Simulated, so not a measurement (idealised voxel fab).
process module | voxel self aligned contacts
cross-section cut | 225 nm wide | cells 5 nm
A cross-section is a grid of square cells, given in bands from the top down. A band is one or more rows of cells.
Each band's line starts with the height of the band's top and of its bottom, in nm. Then come its materials from left to right, each with its width in nm. One material with "throughout" fills the band from edge to edge. "air" is empty space.
Height 0 is the level under which the wafer as received is all one material. The lowest band goes on downwards, as in "0 down".
A width such as "30 to 40" changes by the same amount from each row of cells to the next, from the band's top row to its bottom row.
"no change" after a step means that no cell of the cross-section changed.
closed voids: empty space of 8 cells or more with no open way to the top, each as width x height at its distance from the left edge, in nm
after a step's settings: what the simulator itself notes on the step
overlay nm, on a step with a mask: how far to the right of its planned place the mask lay; to the left if negative
plan
1 op RECEIVE | material Si
2 op CONFORMAL_DEP | material SiO2 | thk nm 5
3 op DIRECTIONAL_DEP | material polySi | thk nm 30
4 op DIRECTIONAL_DEP | material SiN | thk nm 15
5 op DIRECTIONAL_DEP | material aC | thk nm 15
6 op PATTERN | tone cover | mask id GATE | material resist | width nm 30 | pitch nm 65 | thk nm 35 | overlay nm 0
7 op DIRECTIONAL_ETCH | etch materials aC | depth nm 15
8 op STRIP | etch materials resist
9 op DIRECTIONAL_ETCH | etch materials SiN | depth nm 15
10 op DIRECTIONAL_ETCH | etch materials polySi | depth nm 30
11 op STRIP | etch materials aC
12 op CONFORMAL_DEP | material SiN | thk nm 5
13 op DIRECTIONAL_ETCH | etch materials SiN | depth nm 5
14 op FILL_DEP | material SiO2 | thk nm 15
15 op CMP | height nm 55
16 op MASKED_ETCH | tone open | mask id CONTACT | width nm 45 | etch materials SiO2 | depth nm 55 | overlay nm 0
17 op CONFORMAL_DEP | material TiN | thk nm 5
18 op FILL_DEP | material W | thk nm 5
19 op CMP | height nm 55
20 op CONFORMAL_DEP | material SiN | thk nm 5
as received, after step 1
  0 down: Si throughout
  closed voids: none
a wafer at the end: this start, this plan, one mistake
  60 to 55: SiN throughout
  55 to 50: SiO2 90 | TiN 45 | SiO2 90
  50 to 35: SiN 70 | SiO2 20 | SiN 45 | SiO2 20 | SiN 70
  35 to 5: polySi 65 | SiN 5 | SiO2 20 | SiN 5 | polySi 35 | SiN 5 | SiO2 20 | SiN 5 | polySi 65
  5 to 0: SiO2 throughout
  0 down: Si throughout
  closed voids: none
what went wrong: step 6 ran as: op PATTERN | tone open | mask id GATE | material resist | width nm 30 | pitch nm 65 | thk nm 35 | overlay nm 0
